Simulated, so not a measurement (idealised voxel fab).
The document below concerns the process module designated voxel transistor to metal.
Section shown: cut. Width: 185 nm. Cell size: 5 nm, square.
Cross-section spec: square-cell grid; bands listed top down; each band is one or more rows. For a band, the entry starts with two heights in nm, that of the top and then that of the bottom, and carries on with the band's materials in order from left to right, each alongside its width in nm; the word "everywhere" beside a single material means it fills the band edge to edge, and "air" means empty space. Heights are expressed relative to 0, this being the level below which the as-received wafer comprises one material exclusively. The lowest band is unbounded in the downward direction and is denoted as in "0..down". Graded width ("30->40"): value in top row of band = first number; value in bottom row = second number; row-to-row change constant. Basically "nothing got changed" means that step didn't change any cell in the cross-section. Heads up: "Enclosed void list" only lists the empty pockets with no open path to the top that are 8 cells or more, and it writes them as width x height at distance, distance from the left edge, in nm. The remark found on a step's line after its settings is issued by the simulator itself and pertains to that step. overlay nm: on a step with a mask, how far right of its planned place the mask lay; negative means left.
Here's what the planned process steps look like:
1: RECEIVE, material Si
2: OXIDIZE, depth nm 5
3: CONFORMAL_DEP, material SiN, thk nm 10
4: MASKED_ETCH, tone cover, mask id ACTIVE, width nm 105, etch materials SiN, depth nm 10, overlay nm 0
5: MASKED_ETCH, tone cover, mask id ACTIVE, width nm 105, etch materials SiO2, depth nm 5, overlay nm 0
6: MASKED_ETCH, tone cover, mask id ACTIVE, width nm 105, etch materials Si, depth nm 35, overlay nm 0
7: FILL_DEP, material SiO2, thk nm 10
8: CMP, height nm 10
9: SELECTIVE_ETCH, etch materials SiO2, depth nm 10
10: STRIP, etch materials SiN
11: SELECTIVE_ETCH, etch materials SiO2, depth nm 5
12: OXIDIZE, depth nm 5
13: DIRECTIONAL_DEP, material polySi, thk nm 25
14: DIRECTIONAL_DEP, material SiCN, thk nm 10
15: MASKED_ETCH, tone cover, mask id GATE, width nm 15, etch materials SiCN, depth nm 20, overlay nm 0
16: MASKED_ETCH, tone cover, mask id GATE, width nm 15, etch materials polySi, depth nm 35, overlay nm 0
17: CONFORMAL_DEP, material SiO2, thk nm 5
18: DIRECTIONAL_ETCH, etch materials SiO2, depth nm 5
19: CONFORMAL_DEP, material SiN, thk nm 10
20: DIRECTIONAL_ETCH, etch materials SiN, depth nm 10
21: DIRECTIONAL_ETCH, etch materials SiO2, depth nm 5
22: EPI, material SiGe, thk nm 5
23: FILL_DEP, material SiO2, thk nm 10
24: CMP, height nm 30
25: DIRECTIONAL_DEP, material SiO2, thk nm 10
26: DIRECTIONAL_DEP, material aC, thk nm 10
27: PATTERN, tone open, mask id CONTACT, material resist, width nm 35, pitch nm 60, thk nm 25, overlay nm 0
28: DIRECTIONAL_ETCH, etch materials aC, depth nm 10
29: STRIP, etch materials resist
30: DIRECTIONAL_ETCH, etch materials SiO2, depth nm 45
31: STRIP, etch materials aC
32: CONFORMAL_DEP, material TiN, thk nm 5
33: FILL_DEP, material Ru, thk nm 10
34: CMP, height nm 40
35: CONFORMAL_DEP, material SiN, thk nm 5
36: DIRECTIONAL_DEP, material SiO2, thk nm 15
37: MASKED_ETCH, tone open, mask id METAL_1, width nm 20, pitch nm 75, etch materials SiO2, depth nm 15, overlay nm 0
38: MASKED_ETCH, tone open, mask id METAL_1, width nm 20, pitch nm 75, etch materials SiN, depth nm 5, overlay nm 0
39: CONFORMAL_DEP, material TiN, thk nm 5
40: FILL_DEP, material Ru, thk nm 10
41: CMP, height nm 60
42: CONFORMAL_DEP, material SiCN, thk nm 5
43: DIRECTIONAL_DEP, material SiO2, thk nm 30
44: MASKED_ETCH, tone open, mask id METAL_2, width nm 20, pitch nm 75, etch materials SiO2, depth nm 15, overlay nm 0
45: PATTERN, tone open, mask id METAL_2_HOLES, material resist, width nm 15, pitch nm 75, thk nm 20, overlay nm 0
46: DIRECTIONAL_ETCH, etch materials SiO2, depth nm 15
47: DIRECTIONAL_ETCH, etch materials SiCN, depth nm 5
48: STRIP, etch materials resist
49: CONFORMAL_DEP, material TiN, thk nm 5
50: FILL_DEP, material Ru, thk nm 5
51: CMP, height nm 95
52: CONFORMAL_DEP, material SiN, thk nm 5
The following pertains to the first of two wafers, which was processed as planned:
Delivered wafer in cross-section: state after step 1:
    0..down = Si everywhere
    Enclosed void list: none
The wafer in cross-section once step 2 is complete:
    0..-5 = SiO2 everywhere
    Everything below -5 is unchanged.
The wafer in cross-section once step 3 is complete:
    10..0 = SiN everywhere
    Everything below 0 is unchanged.
The wafer in cross-section once step 4 is complete:
    10..0 = air: 40 | SiN: 105 | air: 40
    Everything below 0 is unchanged.
The wafer in cross-section once step 5 is complete:
    10..0 = air: 40 | SiN: 105 | air: 40
    0..-5 = air: 40 | SiO2: 105 | air: 40
    Everything below -5 is unchanged.
The wafer in cross-section once step 6 is complete:
    10..0 = air: 40 | SiN: 105 | air: 40
    0..-5 = air: 40 | SiO2: 105 | air: 40
    -5..-40 = air: 40 | Si: 105 | air: 40
    Everything below -40 is unchanged.
The wafer in cross-section once step 7 is complete:
    20..10 = SiO2 everywhere
    10..0 = SiO2: 40 | SiN: 105 | SiO2: 40
    0..-5 = SiO2 everywhere
    -5..-40 = SiO2: 40 | Si: 105 | SiO2: 40
    Everything below -40 is unchanged.
The wafer in cross-section once step 8 is complete:
    10..0 = SiO2: 40 | SiN: 105 | SiO2: 40
    Everything below 0 is unchanged.
The wafer in cross-section once step 9 is complete:
    10..0 = air: 40 | SiN: 105 | air: 40
    Everything below 0 is unchanged.
The wafer in cross-section once step 10 is complete:
    0..-5 = SiO2 everywhere
    Everything below -5 is unchanged.
The wafer in cross-section once step 11 is complete:
    -5..-40 = SiO2: 40 | Si: 105 | SiO2: 40
    Everything below -40 is unchanged.
The wafer in cross-section once step 12 is complete:
    -5..-10 = SiO2 everywhere
    Everything below -10 is unchanged.
The wafer in cross-section once step 13 is complete:
    20..-5 = polySi everywhere
    Everything below -5 is unchanged.
The wafer in cross-section once step 14 is complete:
    30..20 = SiCN everywhere
    Everything below 20 is unchanged.
The wafer in cross-section once step 15 is complete:
    30..20 = air: 85 | SiCN: 15 | air: 85
    Everything below 20 is unchanged.
The wafer in cross-section once step 16 is complete:
    30..20 = air: 85 | SiCN: 15 | air: 85
    20..-5 = air: 85 | polySi: 15 | air: 85
    Everything below -5 is unchanged.
The wafer in cross-section once step 17 is complete:
    35..30 = air: 80 | SiO2: 25 | air: 80
    30..20 = air: 80 | SiO2: 5 | SiCN: 15 | SiO2: 5 | air: 80
    20..0 = air: 80 | SiO2: 5 | polySi: 15 | SiO2: 5 | air: 80
    0..-5 = SiO2: 85 | polySi: 15 | SiO2: 85
    Everything below -5 is unchanged.
The wafer in cross-section once step 18 is complete:
    30..20 = air: 80 | SiO2: 5 | SiCN: 15 | SiO2: 5 | air: 80
    20..-5 = air: 80 | SiO2: 5 | polySi: 15 | SiO2: 5 | air: 80
    Everything below -5 is unchanged.
The wafer in cross-section once step 19 is complete:
    40..30 = air: 70 | SiN: 45 | air: 70
    30..20 = air: 70 | SiN: 10 | SiO2: 5 | SiCN: 15 | SiO2: 5 | SiN: 10 | air: 70
    20..5 = air: 70 | SiN: 10 | SiO2: 5 | polySi: 15 | SiO2: 5 | SiN: 10 | air: 70
    5..-5 = SiN: 80 | SiO2: 5 | polySi: 15 | SiO2: 5 | SiN: 80
    Everything below -5 is unchanged.
The wafer in cross-section once step 20 is complete:
    30..20 = air: 70 | SiN: 10 | SiO2: 5 | SiCN: 15 | SiO2: 5 | SiN: 10 | air: 70
    20..-5 = air: 70 | SiN: 10 | SiO2: 5 | polySi: 15 | SiO2: 5 | SiN: 10 | air: 70
    Everything below -5 is unchanged.
The wafer in cross-section once step 21 is complete:
    30..25 = air: 70 | SiN: 10 | air: 5 | SiCN: 15 | air: 5 | SiN: 10 | air: 70
    25..20 = air: 70 | SiN: 10 | SiO2: 5 | SiCN: 15 | SiO2: 5 | SiN: 10 | air: 70
    20..-5 = air: 70 | SiN: 10 | SiO2: 5 | polySi: 15 | SiO2: 5 | SiN: 10 | air: 70
    -5..-10 = air: 70 | SiO2: 45 | air: 70
    Everything below -10 is unchanged.
The wafer in cross-section once step 22 is complete:
    30..25 = air: 70 | SiN: 10 | air: 5 | SiCN: 15 | air: 5 | SiN: 10 | air: 70
    25..20 = air: 70 | SiN: 10 | SiO2: 5 | SiCN: 15 | SiO2: 5 | SiN: 10 | air: 70
    20..-5 = air: 70 | SiN: 10 | SiO2: 5 | polySi: 15 | SiO2: 5 | SiN: 10 | air: 70
    -5..-10 = air: 35 | SiGe: 35 | SiO2: 45 | SiGe: 35 | air: 35
    Everything below -10 is unchanged.
The wafer in cross-section once step 23 is complete:
    40..30 = SiO2 everywhere
    30..20 = SiO2: 70 | SiN: 10 | SiO2: 5 | SiCN: 15 | SiO2: 5 | SiN: 10 | SiO2: 70
    20..-5 = SiO2: 70 | SiN: 10 | SiO2: 5 | polySi: 15 | SiO2: 5 | SiN: 10 | SiO2: 70
    -5..-10 = SiO2: 35 | SiGe: 35 | SiO2: 45 | SiGe: 35 | SiO2: 35
    Everything below -10 is unchanged.
The wafer in cross-section once step 24 is complete:
    30..20 = SiO2: 70 | SiN: 10 | SiO2: 5 | SiCN: 15 | SiO2: 5 | SiN: 10 | SiO2: 70
    Everything below 20 is unchanged.
The wafer in cross-section once step 25 is complete:
    40..30 = SiO2 everywhere
    Everything below 30 is unchanged.
The wafer in cross-section once step 26 is complete:
    50..40 = aC everywhere
    Everything below 40 is unchanged.
The wafer in cross-section once step 27 is complete:
    75..50 = resist: 45 | air: 35 | resist: 25 | air: 35 | resist: 45
    Everything below 50 is unchanged.
The wafer in cross-section once step 28 is complete:
    65..50 = resist: 45 | air: 35 | resist: 25 | air: 35 | resist: 45
    50..40 = aC: 45 | air: 35 | aC: 25 | air: 35 | aC: 45
    Everything below 40 is unchanged.
The wafer in cross-section once step 29 is complete:
    50..40 = aC: 45 | air: 35 | aC: 25 | air: 35 | aC: 45
    Everything below 40 is unchanged.
The wafer in cross-section once step 30 is complete:
    50..40 = aC: 45 | air: 35 | aC: 25 | air: 35 | aC: 45
    40..30 = SiO2: 45 | air: 35 | SiO2: 25 | air: 35 | SiO2: 45
    30..20 = SiO2: 45 | air: 25 | SiN: 10 | SiO2: 5 | SiCN: 15 | SiO2: 5 | SiN: 10 | air: 25 | SiO2: 45
    20..-5 = SiO2: 45 | air: 25 | SiN: 10 | SiO2: 5 | polySi: 15 | SiO2: 5 | SiN: 10 | air: 25 | SiO2: 45
    Everything below -5 is unchanged.
The wafer in cross-section once step 31 is complete:
    40..30 = SiO2: 45 | air: 35 | SiO2: 25 | air: 35 | SiO2: 45
    Everything below 30 is unchanged.
The wafer in cross-section once step 32 is complete:
    45..40 = TiN: 50 | air: 25 | TiN: 35 | air: 25 | TiN: 50
    40..30 = SiO2: 45 | TiN: 5 | air: 25->15 | TiN: 5->15 | SiO2: 25 | TiN: 5->15 | air: 25->15 | TiN: 5 | SiO2: 45
    30..20 = SiO2: 45 | TiN: 5 | air: 15 | TiN: 5 | SiN: 10 | SiO2: 5 | SiCN: 15 | SiO2: 5 | SiN: 10 | TiN: 5 | air: 15 | TiN: 5 | SiO2: 45
    20..0 = SiO2: 45 | TiN: 5 | air: 15 | TiN: 5 | SiN: 10 | SiO2: 5 | polySi: 15 | SiO2: 5 | SiN: 10 | TiN: 5 | air: 15 | TiN: 5 | SiO2: 45
    0..-5 = SiO2: 45 | TiN: 25 | SiN: 10 | SiO2: 5 | polySi: 15 | SiO2: 5 | SiN: 10 | TiN: 25 | SiO2: 45
    Everything below -5 is unchanged.
The wafer in cross-section once step 33 is complete:
    55..45 = Ru everywhere
    45..40 = TiN: 50 | Ru: 25 | TiN: 35 | Ru: 25 | TiN: 50
    40..30 = SiO2: 45 | TiN: 5 | Ru: 25->15 | TiN: 5->15 | SiO2: 25 | TiN: 5->15 | Ru: 25->15 | TiN: 5 | SiO2: 45
    30..20 = SiO2: 45 | TiN: 5 | Ru: 15 | TiN: 5 | SiN: 10 | SiO2: 5 | SiCN: 15 | SiO2: 5 | SiN: 10 | TiN: 5 | Ru: 15 | TiN: 5 | SiO2: 45
    20..0 = SiO2: 45 | TiN: 5 | Ru: 15 | TiN: 5 | SiN: 10 | SiO2: 5 | polySi: 15 | SiO2: 5 | SiN: 10 | TiN: 5 | Ru: 15 | TiN: 5 | SiO2: 45
    Everything below 0 is unchanged.
The wafer in cross-section once step 34 is complete:
    40..30 = SiO2: 45 | TiN: 5 | Ru: 25->15 | TiN: 5->15 | SiO2: 25 | TiN: 5->15 | Ru: 25->15 | TiN: 5 | SiO2: 45
    Everything below 30 is unchanged.
The wafer in cross-section once step 35 is complete:
    45..40 = SiN everywhere
    Everything below 40 is unchanged.
The wafer in cross-section once step 36 is complete:
    60..45 = SiO2 everywhere
    Everything below 45 is unchanged.
The wafer in cross-section once step 37 is complete:
    60..45 = SiO2: 45 | air: 20 | SiO2: 55 | air: 20 | SiO2: 45
    Everything below 45 is unchanged.
The wafer in cross-section once step 38 is complete:
    60..45 = SiO2: 45 | air: 20 | SiO2: 55 | air: 20 | SiO2: 45
    45..40 = SiN: 45 | air: 20 | SiN: 55 | air: 20 | SiN: 45
    Everything below 40 is unchanged.
The wafer in cross-section once step 39 is complete:
    65..60 = TiN: 50 | air: 10 | TiN: 65 | air: 10 | TiN: 50
    60..45 = SiO2: 45 | TiN: 5 | air: 10 | TiN: 5 | SiO2: 55 | TiN: 5 | air: 10 | TiN: 5 | SiO2: 45
    45..40 = SiN: 45 | TiN: 20 | SiN: 55 | TiN: 20 | SiN: 45
    Everything below 40 is unchanged.
The wafer in cross-section once step 40 is complete:
    75..65 = Ru everywhere
    65..60 = TiN: 50 | Ru: 10 | TiN: 65 | Ru: 10 | TiN: 50
    60..45 = SiO2: 45 | TiN: 5 | Ru: 10 | TiN: 5 | SiO2: 55 | TiN: 5 | Ru: 10 | TiN: 5 | SiO2: 45
    Everything below 45 is unchanged.
The wafer in cross-section once step 41 is complete:
    60..45 = SiO2: 45 | TiN: 5 | Ru: 10 | TiN: 5 | SiO2: 55 | TiN: 5 | Ru: 10 | TiN: 5 | SiO2: 45
    Everything below 45 is unchanged.
The wafer in cross-section once step 42 is complete:
    65..60 = SiCN everywhere
    Everything below 60 is unchanged.
The wafer in cross-section once step 43 is complete:
    95..65 = SiO2 everywhere
    Everything below 65 is unchanged.
The wafer in cross-section once step 44 is complete:
    95..80 = SiO2: 45 | air: 20 | SiO2: 55 | air: 20 | SiO2: 45
    Everything below 80 is unchanged.
The wafer in cross-section once step 45 is complete:
    115..95 = resist: 45 | air: 15 | resist: 60 | air: 15 | resist: 50
    95..80 = SiO2: 45 | air: 15 | resist: 5 | SiO2: 55 | air: 15 | resist: 5 | SiO2: 45
    Everything below 80 is unchanged.
The wafer in cross-section once step 46 is complete:
    115..95 = resist: 45 | air: 15 | resist: 60 | air: 15 | resist: 50
    95..80 = SiO2: 45 | air: 15 | resist: 5 | SiO2: 55 | air: 15 | resist: 5 | SiO2: 45
    80..65 = SiO2: 45 | air: 15 | SiO2: 60 | air: 15 | SiO2: 50
    Everything below 65 is unchanged.
The wafer in cross-section once step 47 is complete:
    115..95 = resist: 45 | air: 15 | resist: 60 | air: 15 | resist: 50
    95..80 = SiO2: 45 | air: 15 | resist: 5 | SiO2: 55 | air: 15 | resist: 5 | SiO2: 45
    80..65 = SiO2: 45 | air: 15 | SiO2: 60 | air: 15 | SiO2: 50
    65..60 = SiCN: 45 | air: 15 | SiCN: 60 | air: 15 | SiCN: 50
    Everything below 60 is unchanged.
The wafer in cross-section once step 48 is complete:
    95..80 = SiO2: 45 | air: 20 | SiO2: 55 | air: 20 | SiO2: 45
    Everything below 80 is unchanged.
The wafer in cross-section once step 49 is complete:
    100..95 = TiN: 50 | air: 10 | TiN: 65 | air: 10 | TiN: 50
    95..85 = SiO2: 45 | TiN: 5 | air: 10 | TiN: 5 | SiO2: 55 | TiN: 5 | air: 10 | TiN: 5 | SiO2: 45
    85..80 = SiO2: 45 | TiN: 5 | air: 5 | TiN: 10 | SiO2: 55 | TiN: 5 | air: 5 | TiN: 10 | SiO2: 45
    80..65 = SiO2: 45 | TiN: 5 | air: 5 | TiN: 5 | SiO2: 60 | TiN: 5 | air: 5 | TiN: 5 | SiO2: 50
    65..60 = SiCN: 45 | TiN: 15 | SiCN: 60 | TiN: 15 | SiCN: 50
    Everything below 60 is unchanged.
The wafer in cross-section once step 50 is complete:
    105..100 = Ru everywhere
    100..95 = TiN: 50 | Ru: 10 | TiN: 65 | Ru: 10 | TiN: 50
    95..85 = SiO2: 45 | TiN: 5 | Ru: 10 | TiN: 5 | SiO2: 55 | TiN: 5 | Ru: 10 | TiN: 5 | SiO2: 45
    85..80 = SiO2: 45 | TiN: 5 | Ru: 5 | TiN: 10 | SiO2: 55 | TiN: 5 | Ru: 5 | TiN: 10 | SiO2: 45
    80..65 = SiO2: 45 | TiN: 5 | Ru: 5 | TiN: 5 | SiO2: 60 | TiN: 5 | Ru: 5 | TiN: 5 | SiO2: 50
    Everything below 65 is unchanged.
The wafer in cross-section once step 51 is complete:
    95..85 = SiO2: 45 | TiN: 5 | Ru: 10 | TiN: 5 | SiO2: 55 | TiN: 5 | Ru: 10 | TiN: 5 | SiO2: 45
    Everything below 85 is unchanged.
The wafer in cross-section once step 52 is complete:
    100..95 = SiN everywhere
    Everything below 95 is unchanged.
Second wafer, same starting conditions and recipe as the first, one mistake in executing it, nothing differs from the first up to and including step 24:
The second wafer cut through, at the time step 25 was supposed to be finished:
    40..30 = Ru everywhere
    Everything below 30 is unchanged.
The second wafer cut through, at the time step 26 was supposed to be finished:
    50..40 = aC everywhere
    Everything below 40 is unchanged.
The second wafer cut through, at the time step 27 was supposed to be finished:
    75..50 = resist: 45 | air: 35 | resist: 25 | air: 35 | resist: 45
    Everything below 50 is unchanged.
The second wafer cut through, at the time step 28 was supposed to be finished:
    65..50 = resist: 45 | air: 35 | resist: 25 | air: 35 | resist: 45
    50..40 = aC: 45 | air: 35 | aC: 25 | air: 35 | aC: 45
    Everything below 40 is unchanged.
The second wafer cut through, at the time step 29 was supposed to be finished:
    50..40 = aC: 45 | air: 35 | aC: 25 | air: 35 | aC: 45
    Everything below 40 is unchanged.
The second wafer cut through, at the time step 30 was supposed to be finished: nothing got changed
The second wafer cut through, at the time step 31 was supposed to be finished:
    40..30 = Ru everywhere
    Everything below 30 is unchanged.
The second wafer cut through, at the time step 32 was supposed to be finished:
    45..40 = TiN everywhere
    Everything below 40 is unchanged.
The second wafer cut through, at the time step 33 was supposed to be finished:
    55..45 = Ru everywhere
    Everything below 45 is unchanged.
The second wafer cut through, at the time step 34 was supposed to be finished:
    40..30 = Ru everywhere
    Everything below 30 is unchanged.
The second wafer cut through, at the time step 35 was supposed to be finished:
    45..40 = SiN everywhere
    Everything below 40 is unchanged.
The second wafer cut through, at the time step 36 was supposed to be finished:
    60..45 = SiO2 everywhere
    Everything below 45 is unchanged.
The second wafer cut through, at the time step 37 was supposed to be finished:
    60..45 = SiO2: 45 | air: 20 | SiO2: 55 | air: 20 | SiO2: 45
    Everything below 45 is unchanged.
The second wafer cut through, at the time step 38 was supposed to be finished:
    60..45 = SiO2: 45 | air: 20 | SiO2: 55 | air: 20 | SiO2: 45
    45..40 = SiN: 45 | air: 20 | SiN: 55 | air: 20 | SiN: 45
    Everything below 40 is unchanged.
The second wafer cut through, at the time step 39 was supposed to be finished:
    65..60 = TiN: 50 | air: 10 | TiN: 65 | air: 10 | TiN: 50
    60..45 = SiO2: 45 | TiN: 5 | air: 10 | TiN: 5 | SiO2: 55 | TiN: 5 | air: 10 | TiN: 5 | SiO2: 45
    45..40 = SiN: 45 | TiN: 20 | SiN: 55 | TiN: 20 | SiN: 45
    Everything below 40 is unchanged.
The second wafer cut through, at the time step 40 was supposed to be finished:
    75..65 = Ru everywhere
    65..60 = TiN: 50 | Ru: 10 | TiN: 65 | Ru: 10 | TiN: 50
    60..45 = SiO2: 45 | TiN: 5 | Ru: 10 | TiN: 5 | SiO2: 55 | TiN: 5 | Ru: 10 | TiN: 5 | SiO2: 45
    Everything below 45 is unchanged.
The second wafer cut through, at the time step 41 was supposed to be finished:
    60..45 = SiO2: 45 | TiN: 5 | Ru: 10 | TiN: 5 | SiO2: 55 | TiN: 5 | Ru: 10 | TiN: 5 | SiO2: 45
    Everything below 45 is unchanged.
The second wafer cut through, at the time step 42 was supposed to be finished:
    65..60 = SiCN everywhere
    Everything below 60 is unchanged.
The second wafer cut through, at the time step 43 was supposed to be finished:
    95..65 = SiO2 everywhere
    Everything below 65 is unchanged.
The second wafer cut through, at the time step 44 was supposed to be finished:
    95..80 = SiO2: 45 | air: 20 | SiO2: 55 | air: 20 | SiO2: 45
    Everything below 80 is unchanged.
The second wafer cut through, at the time step 45 was supposed to be finished:
    115..95 = resist: 45 | air: 15 | resist: 60 | air: 15 | resist: 50
    95..80 = SiO2: 45 | air: 15 | resist: 5 | SiO2: 55 | air: 15 | resist: 5 | SiO2: 45
    Everything below 80 is unchanged.
The second wafer cut through, at the time step 46 was supposed to be finished:
    115..95 = resist: 45 | air: 15 | resist: 60 | air: 15 | resist: 50
    95..80 = SiO2: 45 | air: 15 | resist: 5 | SiO2: 55 | air: 15 | resist: 5 | SiO2: 45
    80..65 = SiO2: 45 | air: 15 | SiO2: 60 | air: 15 | SiO2: 50
    Everything below 65 is unchanged.
The second wafer cut through, at the time step 47 was supposed to be finished:
    115..95 = resist: 45 | air: 15 | resist: 60 | air: 15 | resist: 50
    95..80 = SiO2: 45 | air: 15 | resist: 5 | SiO2: 55 | air: 15 | resist: 5 | SiO2: 45
    80..65 = SiO2: 45 | air: 15 | SiO2: 60 | air: 15 | SiO2: 50
    65..60 = SiCN: 45 | air: 15 | SiCN: 60 | air: 15 | SiCN: 50
    Everything below 60 is unchanged.
The second wafer cut through, at the time step 48 was supposed to be finished:
    95..80 = SiO2: 45 | air: 20 | SiO2: 55 | air: 20 | SiO2: 45
    Everything below 80 is unchanged.
The second wafer cut through, at the time step 49 was supposed to be finished:
    100..95 = TiN: 50 | air: 10 | TiN: 65 | air: 10 | TiN: 50
    95..85 = SiO2: 45 | TiN: 5 | air: 10 | TiN: 5 | SiO2: 55 | TiN: 5 | air: 10 | TiN: 5 | SiO2: 45
    85..80 = SiO2: 45 | TiN: 5 | air: 5 | TiN: 10 | SiO2: 55 | TiN: 5 | air: 5 | TiN: 10 | SiO2: 45
    80..65 = SiO2: 45 | TiN: 5 | air: 5 | TiN: 5 | SiO2: 60 | TiN: 5 | air: 5 | TiN: 5 | SiO2: 50
    65..60 = SiCN: 45 | TiN: 15 | SiCN: 60 | TiN: 15 | SiCN: 50
    Everything below 60 is unchanged.
The second wafer cut through, at the time step 50 was supposed to be finished:
    105..100 = Ru everywhere
    100..95 = TiN: 50 | Ru: 10 | TiN: 65 | Ru: 10 | TiN: 50
    95..85 = SiO2: 45 | TiN: 5 | Ru: 10 | TiN: 5 | SiO2: 55 | TiN: 5 | Ru: 10 | TiN: 5 | SiO2: 45
    85..80 = SiO2: 45 | TiN: 5 | Ru: 5 | TiN: 10 | SiO2: 55 | TiN: 5 | Ru: 5 | TiN: 10 | SiO2: 45
    80..65 = SiO2: 45 | TiN: 5 | Ru: 5 | TiN: 5 | SiO2: 60 | TiN: 5 | Ru: 5 | TiN: 5 | SiO2: 50
    Everything below 65 is unchanged.
The second wafer cut through, at the time step 51 was supposed to be finished:
    95..85 = SiO2: 45 | TiN: 5 | Ru: 10 | TiN: 5 | SiO2: 55 | TiN: 5 | Ru: 10 | TiN: 5 | SiO2: 45
    Everything below 85 is unchanged.
The second wafer cut through, at the time step 52 was supposed to be finished:
    100..95 = SiN everywhere
    Everything below 95 is unchanged.
Processing error: step 25 ran differently from the plan; actual operation with settings: DIRECTIONAL_DEP, material Ru, thk nm 10
End of process, cell counts, second wafer against first, materials with more or fewer: Ru: 22 more | SiO2: 24 more | TiN: 46 fewer
